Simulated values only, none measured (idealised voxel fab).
process module | voxel self aligned contacts
cross-section cut | 160 nm wide | cells 5 nm
A cross-section is a grid of square cells, given in bands from the top down. A band is one or more rows of cells.
Each band's line starts with the height of the band's top and of its bottom, in nm. Then come its materials from left to right, each with its width in nm. One material with "throughout" fills the band from edge to edge. "air" is empty space.
Height 0 is the level under which the wafer as received is all one material. The lowest band goes on downwards, as in "0 down".
A width such as "30 to 40" changes by the same amount from each row of cells to the next, from the band's top row to its bottom row.
"no change" after a step means that no cell of the cross-section changed.
closed voids: empty space of 8 cells or more with no open way to the top, each as width x height at its distance from the left edge, in nm
after a step's settings: what the simulator itself notes on the step
overlay nm, on a step with a mask: how far to the right of its planned place the mask lay; to the left if negative
plan
1 op RECEIVE | material Si
2 op OXIDIZE | depth nm 5
3 op DIRECTIONAL_DEP | material polySi | thk nm 30
4 op DIRECTIONAL_DEP | material SiN | thk nm 25
5 op PATTERN | tone cover | mask id GATE | material resist | width nm 35 | pitch nm 70 | thk nm 20 | overlay nm 0
6 op DIRECTIONAL_ETCH | etch materials SiN | depth nm 25
7 op DIRECTIONAL_ETCH | etch materials polySi | depth nm 30
8 op STRIP | etch materials resist
9 op CONFORMAL_DEP | material SiN | thk nm 10
10 op DIRECTIONAL_ETCH | etch materials SiN | depth nm 10
11 op FILL_DEP | material SiO2 | thk nm 15
12 op CMP | height nm 65
13 op DIRECTIONAL_DEP | material aC | thk nm 15
14 op PATTERN | tone open | mask id CONTACT | material resist | width nm 45 | thk nm 35 | overlay nm 0
15 op DIRECTIONAL_ETCH | etch materials aC | depth nm 15
16 op STRIP | etch materials resist
17 op DIRECTIONAL_ETCH | etch materials SiO2 | depth nm 70
18 op STRIP | etch materials aC
19 op CONFORMAL_DEP | material TiN | thk nm 5
20 op FILL_DEP | material W | thk nm 10
21 op CMP | height nm 65
22 op CONFORMAL_DEP | material SiN | thk nm 5
first wafer, as planned
as received, after step 1
  0 down: Si throughout
  closed voids: none
after step 2
  0 to -5: SiO2 throughout
  below -5: unchanged
after step 3
  30 to 0: polySi throughout
  below 0: unchanged
after step 4
  55 to 30: SiN throughout
  below 30: unchanged
after step 5
  75 to 55: air 25 | resist 35 | air 35 | resist 35 | air 30
  below 55: unchanged
after step 6
  75 to 55: air 25 | resist 35 | air 35 | resist 35 | air 30
  55 to 30: air 25 | SiN 35 | air 35 | SiN 35 | air 30
  below 30: unchanged
after step 7
  75 to 55: air 25 | resist 35 | air 35 | resist 35 | air 30
  55 to 30: air 25 | SiN 35 | air 35 | SiN 35 | air 30
  30 to 0: air 25 | polySi 35 | air 35 | polySi 35 | air 30
  below 0: unchanged
after step 8
  55 to 30: air 25 | SiN 35 | air 35 | SiN 35 | air 30
  below 30: unchanged
after step 9
  65 to 30: air 15 | SiN 55 | air 15 | SiN 55 | air 20
  30 to 10: air 15 | SiN 10 | polySi 35 | SiN 10 | air 15 | SiN 10 | polySi 35 | SiN 10 | air 20
  10 to 0: SiN 25 | polySi 35 | SiN 35 | polySi 35 | SiN 30
  below 0: unchanged
after step 10
  55 to 30: air 15 | SiN 55 | air 15 | SiN 55 | air 20
  30 to 0: air 15 | SiN 10 | polySi 35 | SiN 10 | air 15 | SiN 10 | polySi 35 | SiN 10 | air 20
  below 0: unchanged
after step 11
  70 to 55: SiO2 throughout
  55 to 30: SiO2 15 | SiN 55 | SiO2 15 | SiN 55 | SiO2 20
  30 to 0: SiO2 15 | SiN 10 | polySi 35 | SiN 10 | SiO2 15 | SiN 10 | polySi 35 | SiN 10 | SiO2 20
  below 0: unchanged
after step 12
  65 to 55: SiO2 throughout
  below 55: unchanged
after step 13
  80 to 65: aC throughout
  below 65: unchanged
after step 14
  115 to 80: resist 55 | air 45 | resist 60
  below 80: unchanged
after step 15
  100 to 80: resist 55 | air 45 | resist 60
  80 to 65: aC 55 | air 45 | aC 60
  below 65: unchanged
after step 16
  80 to 65: aC 55 | air 45 | aC 60
  below 65: unchanged
after step 17
  80 to 65: aC 55 | air 45 | aC 60
  65 to 55: SiO2 55 | air 45 | SiO2 60
  55 to 30: SiO2 15 | SiN 55 | air 15 | SiN 55 | SiO2 20
  30 to 0: SiO2 15 | SiN 10 | polySi 35 | SiN 10 | air 15 | SiN 10 | polySi 35 | SiN 10 | SiO2 20
  0 to -5: SiO2 70 | air 15 | SiO2 75
  below -5: unchanged
after step 18
  65 to 55: SiO2 55 | air 45 | SiO2 60
  below 55: unchanged
after step 19
  70 to 65: TiN 60 | air 35 | TiN 65
  65 to 55: SiO2 55 | TiN 5 to 20 | air 35 to 5 | TiN 5 to 20 | SiO2 60
  55 to 30: SiO2 15 | SiN 55 | TiN 5 | air 5 | TiN 5 | SiN 55 | SiO2 20
  30 to 0: SiO2 15 | SiN 10 | polySi 35 | SiN 10 | TiN 5 | air 5 | TiN 5 | SiN 10 | polySi 35 | SiN 10 | SiO2 20
  0 to -5: SiO2 70 | TiN 15 | SiO2 75
  below -5: unchanged
after step 20
  80 to 70: W throughout
  70 to 65: TiN 60 | W 35 | TiN 65
  65 to 55: SiO2 55 | TiN 5 to 20 | W 35 to 5 | TiN 5 to 20 | SiO2 60
  55 to 30: SiO2 15 | SiN 55 | TiN 5 | W 5 | TiN 5 | SiN 55 | SiO2 20
  30 to 0: SiO2 15 | SiN 10 | polySi 35 | SiN 10 | TiN 5 | W 5 | TiN 5 | SiN 10 | polySi 35 | SiN 10 | SiO2 20
  below 0: unchanged
after step 21
  65 to 55: SiO2 55 | TiN 5 to 20 | W 35 to 5 | TiN 5 to 20 | SiO2 60
  below 55: unchanged
after step 22
  70 to 65: SiN throughout
  below 65: unchanged
second wafer: like start, like plan, one mistake. Through step 13 it matches the first wafer
when step 14 should have ended
  115 to 80: resist 50 | air 45 | resist 65
  below 80: unchanged
when step 15 should have ended
  100 to 80: resist 50 | air 45 | resist 65
  80 to 65: aC 50 | air 45 | aC 65
  below 65: unchanged
when step 16 should have ended
  80 to 65: aC 50 | air 45 | aC 65
  below 65: unchanged
when step 17 should have ended
  80 to 65: aC 50 | air 45 | aC 65
  65 to 55: SiO2 50 | air 45 | SiO2 65
  55 to 30: SiO2 15 | SiN 55 | air 15 | SiN 55 | SiO2 20
  30 to 0: SiO2 15 | SiN 10 | polySi 35 | SiN 10 | air 15 | SiN 10 | polySi 35 | SiN 10 | SiO2 20
  0 to -5: SiO2 70 | air 15 | SiO2 75
  below -5: unchanged
when step 18 should have ended
  65 to 55: SiO2 50 | air 45 | SiO2 65
  below 55: unchanged
when step 19 should have ended
  70 to 65: TiN 55 | air 35 | TiN 70
  65 to 55: SiO2 50 | TiN 5 to 25 | air 35 to 5 | TiN 5 to 15 | SiO2 65
  55 to 30: SiO2 15 | SiN 55 | TiN 5 | air 5 | TiN 5 | SiN 55 | SiO2 20
  30 to 0: SiO2 15 | SiN 10 | polySi 35 | SiN 10 | TiN 5 | air 5 | TiN 5 | SiN 10 | polySi 35 | SiN 10 | SiO2 20
  0 to -5: SiO2 70 | TiN 15 | SiO2 75
  below -5: unchanged
when step 20 should have ended
  80 to 70: W throughout
  70 to 65: TiN 55 | W 35 | TiN 70
  65 to 55: SiO2 50 | TiN 5 to 25 | W 35 to 5 | TiN 5 to 15 | SiO2 65
  55 to 30: SiO2 15 | SiN 55 | TiN 5 | W 5 | TiN 5 | SiN 55 | SiO2 20
  30 to 0: SiO2 15 | SiN 10 | polySi 35 | SiN 10 | TiN 5 | W 5 | TiN 5 | SiN 10 | polySi 35 | SiN 10 | SiO2 20
  below 0: unchanged
when step 21 should have ended
  65 to 55: SiO2 50 | TiN 5 to 25 | W 35 to 5 | TiN 5 to 15 | SiO2 65
  below 55: unchanged
when step 22 should have ended
  70 to 65: SiN throughout
  below 65: unchanged
what went wrong: step 14 ran as: op PATTERN | tone open | mask id CONTACT | material resist | width nm 45 | thk nm 35 | overlay nm -5
at the end the second wafer has, in cells: as many of each material as the first, in other places
